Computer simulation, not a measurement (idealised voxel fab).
Process module heading - voxel capacitor over wiring
cross-section cut | 155 nm wide | cells 5 nm
Cross-section spec: square-cell grid; bands listed top down; each band is one or more rows. What a band's entry tells you: where the top is and where the bottom is, as heights in nm, and after that what lies inside, material by material from left to right, each with its width in nm. Empty space is written as the word "blank", and a single material marked with the word "throughout" occupies the band from edge to edge. Basically, 0 is our baseline, since under it the wafer straight out of the box is all one material. The bottom band has no lower end and keeps on going down, so it looks like "z 0 and below". Graded width ("30..40"): value in top row of band = first number; value in bottom row = second number; row-to-row change constant. Given "same as before" for a step, no cell of the cross-section differs between before and after that step. Any empty space of 8 cells or more lacking an open way to the top shows up in "Entrapped void list" as width x height at distance, distance from the left edge, in nm. after a step's settings: what the simulator itself notes on the step. overlay nm: how far to the right of its planned place the mask lay on this masked step (negative: to the left).
## Listed below are the process steps as planned
step 1: RECEIVE: material Si
step 2: CONFORMAL_DEP: material SiO2, thk nm 15
step 3: DIRECTIONAL_DEP: material TiN, thk nm 5
step 4: DIRECTIONAL_DEP: material Ru, thk nm 15
step 5: DIRECTIONAL_DEP: material aC, thk nm 15
step 6: PATTERN: tone cover, mask id METAL_1, material resist, width nm 25, pitch nm 95, thk nm 35, overlay nm 0
step 7: DIRECTIONAL_ETCH: etch materials aC, depth nm 15
step 8: STRIP: etch materials resist
step 9: DIRECTIONAL_ETCH: etch materials Ru, depth nm 15
step 10: DIRECTIONAL_ETCH: etch materials TiN, depth nm 5
step 11: STRIP: etch materials aC
step 12: CONFORMAL_DEP: material SiCN, thk nm 5
step 13: FILL_DEP: material lowk, thk nm 10
step 14: CMP: height nm 35
step 15: CONFORMAL_DEP: material SiCN, thk nm 5
step 16: DIRECTIONAL_DEP: material SiO2, thk nm 20
step 17: DIRECTIONAL_DEP: material aC, thk nm 10
step 18: PATTERN: tone open, mask id PLUG_1, material resist, width nm 15, thk nm 25, overlay nm 0
step 19: DIRECTIONAL_ETCH: etch materials aC, depth nm 10
step 20: STRIP: etch materials resist
step 21: DIRECTIONAL_ETCH: etch materials SiO2, depth nm 20
step 22: DIRECTIONAL_ETCH: etch materials SiCN, depth nm 5
step 23: STRIP: etch materials aC
step 24: EPI: material Ru, thk nm 10
step 25: EPI: material Ru, thk nm 10
step 26: EPI: material Ru, thk nm 5
step 27: DIRECTIONAL_DEP: material TiN, thk nm 10
step 28: DIRECTIONAL_DEP: material Al2O3, thk nm 5
step 29: DIRECTIONAL_DEP: material TiN, thk nm 10
step 30: PATTERN: tone cover, mask id UPPER_PLATE, material resist, width nm 75, thk nm 15, overlay nm 0
step 31: DIRECTIONAL_ETCH: etch materials TiN, depth nm 10
step 32: DIRECTIONAL_ETCH: etch materials Al2O3, depth nm 5
step 33: STRIP: etch materials resist
step 34: DIRECTIONAL_DEP: material aC, thk nm 10
step 35: PATTERN: tone cover, mask id LOWER_PLATE, material resist, width nm 85, thk nm 30, overlay nm 0
step 36: DIRECTIONAL_ETCH: etch materials aC, depth nm 10
step 37: STRIP: etch materials resist
step 38: DIRECTIONAL_ETCH: etch materials TiN, depth nm 10
step 39: STRIP: etch materials aC
step 40: FILL_DEP: material SiO2, thk nm 15
step 41: CMP: height nm 95
step 42: MASKED_ETCH: tone open, mask id PLUG_2, width nm 15, etch materials SiO2, depth nm 10, overlay nm 0
step 43: CONFORMAL_DEP: material TiN, thk nm 5
step 44: FILL_DEP: material W, thk nm 5
step 45: CMP: height nm 95
step 46: CONFORMAL_DEP: material SiCN, thk nm 5
## Below: the first of two wafers, run as planned
## So this is the incoming wafer in cross-section - it's already been through step 1
* z 0 and below = Si throughout
* Entrapped void list: none
## Presented here is a cross-section of the wafer after step 2 has been performed
* z 15 to 0 = SiO2 throughout
* Below 0, no change.
## Presented here is a cross-section of the wafer after step 3 has been performed
* z 20 to 15 = TiN throughout
* Below 15, no change.
## Presented here is a cross-section of the wafer after step 4 has been performed
* z 35 to 20 = Ru throughout
* Below 20, no change.
## Presented here is a cross-section of the wafer after step 5 has been performed
* z 50 to 35 = aC throughout
* Below 35, no change.
## Presented here is a cross-section of the wafer after step 6 has been performed
* z 85 to 50 = blank 15 | resist 25 | blank 70 | resist 25 | blank 20
* Below 50, no change.
## Presented here is a cross-section of the wafer after step 7 has been performed
* z 70 to 50 = blank 15 | resist 25 | blank 70 | resist 25 | blank 20
* z 50 to 35 = blank 15 | aC 25 | blank 70 | aC 25 | blank 20
* Below 35, no change.
## Presented here is a cross-section of the wafer after step 8 has been performed
* z 50 to 35 = blank 15 | aC 25 | blank 70 | aC 25 | blank 20
* Below 35, no change.
## Presented here is a cross-section of the wafer after step 9 has been performed
* z 50 to 35 = blank 15 | aC 25 | blank 70 | aC 25 | blank 20
* z 35 to 20 = blank 15 | Ru 25 | blank 70 | Ru 25 | blank 20
* Below 20, no change.
## Presented here is a cross-section of the wafer after step 10 has been performed
* z 50 to 35 = blank 15 | aC 25 | blank 70 | aC 25 | blank 20
* z 35 to 20 = blank 15 | Ru 25 | blank 70 | Ru 25 | blank 20
* z 20 to 15 = blank 15 | TiN 25 | blank 70 | TiN 25 | blank 20
* Below 15, no change.
## Presented here is a cross-section of the wafer after step 11 has been performed
* z 35 to 20 = blank 15 | Ru 25 | blank 70 | Ru 25 | blank 20
* Below 20, no change.
## Presented here is a cross-section of the wafer after step 12 has been performed
* z 40 to 35 = blank 10 | SiCN 35 | blank 60 | SiCN 35 | blank 15
* z 35 to 20 = blank 10 | SiCN 5 | Ru 25 | SiCN 5 | blank 60 | SiCN 5 | Ru 25 | SiCN 5 | blank 15
* z 20 to 15 = SiCN 15 | TiN 25 | SiCN 70 | TiN 25 | SiCN 20
* Below 15, no change.
## Presented here is a cross-section of the wafer after step 13 has been performed
* z 50 to 40 = lowk throughout
* z 40 to 35 = lowk 10 | SiCN 35 | lowk 60 | SiCN 35 | lowk 15
* z 35 to 20 = lowk 10 | SiCN 5 | Ru 25 | SiCN 5 | lowk 60 | SiCN 5 | Ru 25 | SiCN 5 | lowk 15
* Below 20, no change.
## Presented here is a cross-section of the wafer after step 14 has been performed
* z 35 to 20 = lowk 10 | SiCN 5 | Ru 25 | SiCN 5 | lowk 60 | SiCN 5 | Ru 25 | SiCN 5 | lowk 15
* Below 20, no change.
## Presented here is a cross-section of the wafer after step 15 has been performed
* z 40 to 35 = SiCN throughout
* Below 35, no change.
## Presented here is a cross-section of the wafer after step 16 has been performed
* z 60 to 40 = SiO2 throughout
* Below 40, no change.
## Presented here is a cross-section of the wafer after step 17 has been performed
* z 70 to 60 = aC throughout
* Below 60, no change.
## Presented here is a cross-section of the wafer after step 18 has been performed
* z 95 to 70 = resist 25 | blank 15 | resist 115
* Below 70, no change.
## Presented here is a cross-section of the wafer after step 19 has been performed
* z 85 to 70 = resist 25 | blank 15 | resist 115
* z 70 to 60 = aC 25 | blank 15 | aC 115
* Below 60, no change.
## Presented here is a cross-section of the wafer after step 20 has been performed
* z 70 to 60 = aC 25 | blank 15 | aC 115
* Below 60, no change.
## Presented here is a cross-section of the wafer after step 21 has been performed
* z 70 to 60 = aC 25 | blank 15 | aC 115
* z 60 to 40 = SiO2 25 | blank 15 | SiO2 115
* Below 40, no change.
## Presented here is a cross-section of the wafer after step 22 has been performed
* z 70 to 60 = aC 25 | blank 15 | aC 115
* z 60 to 40 = SiO2 25 | blank 15 | SiO2 115
* z 40 to 35 = SiCN 25 | blank 15 | SiCN 115
* Below 35, no change.
## Presented here is a cross-section of the wafer after step 23 has been performed
* z 60 to 40 = SiO2 25 | blank 15 | SiO2 115
* Below 40, no change.
## Presented here is a cross-section of the wafer after step 24 has been performed
* z 60 to 45 = SiO2 25 | blank 15 | SiO2 115
* z 45 to 40 = SiO2 25 | Ru 15 | SiO2 115
* z 40 to 35 = SiCN 25 | Ru 15 | SiCN 115
* Below 35, no change.
## Presented here is a cross-section of the wafer after step 25 has been performed
* z 60 to 55 = SiO2 25 | blank 15 | SiO2 115
* z 55 to 40 = SiO2 25 | Ru 15 | SiO2 115
* Below 40, no change.
## Presented here is a cross-section of the wafer after step 26 has been performed
* z 60 to 40 = SiO2 25 | Ru 15 | SiO2 115
* Below 40, no change.
## Presented here is a cross-section of the wafer after step 27 has been performed
* z 70 to 60 = TiN throughout
* Below 60, no change.
## Presented here is a cross-section of the wafer after step 28 has been performed
* z 75 to 70 = Al2O3 throughout
* Below 70, no change.
## Presented here is a cross-section of the wafer after step 29 has been performed
* z 85 to 75 = TiN throughout
* Below 75, no change.
## Presented here is a cross-section of the wafer after step 30 has been performed
* z 100 to 85 = blank 25 | resist 75 | blank 55
* Below 85, no change.
## Presented here is a cross-section of the wafer after step 31 has been performed
* z 100 to 85 = blank 25 | resist 75 | blank 55
* z 85 to 75 = blank 25 | TiN 75 | blank 55
* Below 75, no change.
## Presented here is a cross-section of the wafer after step 32 has been performed
* z 100 to 85 = blank 25 | resist 75 | blank 55
* z 85 to 75 = blank 25 | TiN 75 | blank 55
* z 75 to 70 = blank 25 | Al2O3 75 | blank 55
* Below 70, no change.
## Presented here is a cross-section of the wafer after step 33 has been performed
* z 85 to 75 = blank 25 | TiN 75 | blank 55
* Below 75, no change.
## Presented here is a cross-section of the wafer after step 34 has been performed
* z 95 to 85 = blank 25 | aC 75 | blank 55
* z 85 to 80 = blank 25 | TiN 75 | blank 55
* z 80 to 75 = aC 25 | TiN 75 | aC 55
* z 75 to 70 = aC 25 | Al2O3 75 | aC 55
* Below 70, no change.
## Presented here is a cross-section of the wafer after step 35 has been performed
* z 125 to 95 = blank 20 | resist 85 | blank 50
* z 95 to 85 = blank 20 | resist 5 | aC 75 | resist 5 | blank 50
* z 85 to 80 = blank 20 | resist 5 | TiN 75 | resist 5 | blank 50
* Below 80, no change.
## Presented here is a cross-section of the wafer after step 36 has been performed
* z 115 to 95 = blank 20 | resist 85 | blank 50
* z 95 to 85 = blank 20 | resist 5 | aC 75 | resist 5 | blank 50
* z 85 to 80 = blank 20 | resist 5 | TiN 75 | resist 5 | blank 50
* z 80 to 75 = blank 20 | aC 5 | TiN 75 | aC 5 | blank 50
* z 75 to 70 = blank 20 | aC 5 | Al2O3 75 | aC 5 | blank 50
* Below 70, no change.
## Presented here is a cross-section of the wafer after step 37 has been performed
* z 95 to 85 = blank 25 | aC 75 | blank 55
* z 85 to 80 = blank 25 | TiN 75 | blank 55
* Below 80, no change.
## Presented here is a cross-section of the wafer after step 38 has been performed
* z 95 to 85 = blank 25 | aC 75 | blank 55
* z 85 to 80 = blank 25 | TiN 75 | blank 55
* z 80 to 75 = blank 20 | aC 5 | TiN 75 | aC 5 | blank 50
* z 75 to 70 = blank 20 | aC 5 | Al2O3 75 | aC 5 | blank 50
* z 70 to 60 = blank 20 | TiN 85 | blank 50
* Below 60, no change.
## Presented here is a cross-section of the wafer after step 39 has been performed
* z 85 to 75 = blank 25 | TiN 75 | blank 55
* z 75 to 70 = blank 25 | Al2O3 75 | blank 55
* Below 70, no change.
## Presented here is a cross-section of the wafer after step 40 has been performed
* z 100 to 85 = SiO2 throughout
* z 85 to 75 = SiO2 25 | TiN 75 | SiO2 55
* z 75 to 70 = SiO2 25 | Al2O3 75 | SiO2 55
* z 70 to 60 = SiO2 20 | TiN 85 | SiO2 50
* Below 60, no change.
## Presented here is a cross-section of the wafer after step 41 has been performed
* z 95 to 85 = SiO2 throughout
* Below 85, no change.
## Presented here is a cross-section of the wafer after step 42 has been performed
* z 95 to 85 = SiO2 35 | blank 15 | SiO2 105
* Below 85, no change.
## Presented here is a cross-section of the wafer after step 43 has been performed
* z 100 to 95 = TiN 40 | blank 5 | TiN 110
* z 95 to 90 = SiO2 35 | TiN 5 | blank 5 | TiN 5 | SiO2 105
* z 90 to 85 = SiO2 35 | TiN 15 | SiO2 105
* Below 85, no change.
## Presented here is a cross-section of the wafer after step 44 has been performed
* z 105 to 100 = W throughout
* z 100 to 95 = TiN 40 | W 5 | TiN 110
* z 95 to 90 = SiO2 35 | TiN 5 | W 5 | TiN 5 | SiO2 105
* Below 90, no change.
## Presented here is a cross-section of the wafer after step 45 has been performed
* z 95 to 90 = SiO2 35 | TiN 5 | W 5 | TiN 5 | SiO2 105
* Below 90, no change.
## Presented here is a cross-section of the wafer after step 46 has been performed
* z 100 to 95 = SiCN throughout
* Below 95, no change.
## Second wafer. Start and plan as for the first. One mistake made in running. Agrees with the first up to and including step 28
## Second wafer, cut view, end of step 29 per plan
* z 80 to 75 = TiN throughout
* Below 75, no change.
## Second wafer, cut view, end of step 30 per plan
* z 95 to 80 = blank 25 | resist 75 | blank 55
* Below 80, no change.
## Second wafer, cut view, end of step 31 per plan
* z 95 to 80 = blank 25 | resist 75 | blank 55
* z 80 to 75 = blank 25 | TiN 75 | blank 55
* Below 75, no change.
## Second wafer, cut view, end of step 32 per plan
* z 95 to 80 = blank 25 | resist 75 | blank 55
* z 80 to 75 = blank 25 | TiN 75 | blank 55
* z 75 to 70 = blank 25 | Al2O3 75 | blank 55
* Below 70, no change.
## Second wafer, cut view, end of step 33 per plan
* z 80 to 75 = blank 25 | TiN 75 | blank 55
* Below 75, no change.
## Second wafer, cut view, end of step 34 per plan
* z 90 to 80 = blank 25 | aC 75 | blank 55
* z 80 to 75 = aC 25 | TiN 75 | aC 55
* z 75 to 70 = aC 25 | Al2O3 75 | aC 55
* Below 70, no change.
## Second wafer, cut view, end of step 35 per plan
* z 120 to 90 = blank 20 | resist 85 | blank 50
* z 90 to 80 = blank 20 | resist 5 | aC 75 | resist 5 | blank 50
* Below 80, no change.
## Second wafer, cut view, end of step 36 per plan
* z 110 to 90 = blank 20 | resist 85 | blank 50
* z 90 to 80 = blank 20 | resist 5 | aC 75 | resist 5 | blank 50
* z 80 to 75 = blank 20 | aC 5 | TiN 75 | aC 5 | blank 50
* z 75 to 70 = blank 20 | aC 5 | Al2O3 75 | aC 5 | blank 50
* Below 70, no change.
## Second wafer, cut view, end of step 37 per plan
* z 90 to 80 = blank 25 | aC 75 | blank 55
* Below 80, no change.
## Second wafer, cut view, end of step 38 per plan
* z 90 to 80 = blank 25 | aC 75 | blank 55
* z 80 to 75 = blank 20 | aC 5 | TiN 75 | aC 5 | blank 50
* z 75 to 70 = blank 20 | aC 5 | Al2O3 75 | aC 5 | blank 50
* z 70 to 60 = blank 20 | TiN 85 | blank 50
* Below 60, no change.
## Second wafer, cut view, end of step 39 per plan
* z 80 to 75 = blank 25 | TiN 75 | blank 55
* z 75 to 70 = blank 25 | Al2O3 75 | blank 55
* Below 70, no change.
## Second wafer, cut view, end of step 40 per plan
* z 95 to 80 = SiO2 throughout
* z 80 to 75 = SiO2 25 | TiN 75 | SiO2 55
* z 75 to 70 = SiO2 25 | Al2O3 75 | SiO2 55
* z 70 to 60 = SiO2 20 | TiN 85 | SiO2 50
* Below 60, no change.
Second wafer, cut view, end of step 41 per plan: same as before
## Second wafer, cut view, end of step 42 per plan
* z 95 to 85 = SiO2 35 | blank 15 | SiO2 105
* Below 85, no change.
## Second wafer, cut view, end of step 43 per plan
* z 100 to 95 = TiN 40 | blank 5 | TiN 110
* z 95 to 90 = SiO2 35 | TiN 5 | blank 5 | TiN 5 | SiO2 105
* z 90 to 85 = SiO2 35 | TiN 15 | SiO2 105
* Below 85, no change.
## Second wafer, cut view, end of step 44 per plan
* z 105 to 100 = W throughout
* z 100 to 95 = TiN 40 | W 5 | TiN 110
* z 95 to 90 = SiO2 35 | TiN 5 | W 5 | TiN 5 | SiO2 105
* Below 90, no change.
## Second wafer, cut view, end of step 45 per plan
* z 95 to 90 = SiO2 35 | TiN 5 | W 5 | TiN 5 | SiO2 105
* Below 90, no change.
## Second wafer, cut view, end of step 46 per plan
* z 100 to 95 = SiCN throughout
* Below 95, no change.
The plan and the run diverged here: step 29 went in with a setting other than planned; the actual run was DIRECTIONAL_DEP: material TiN, thk nm 5
At the finish, the second wafer shows more or fewer cells for some materials than the first does: SiO2 +15; TiN -15
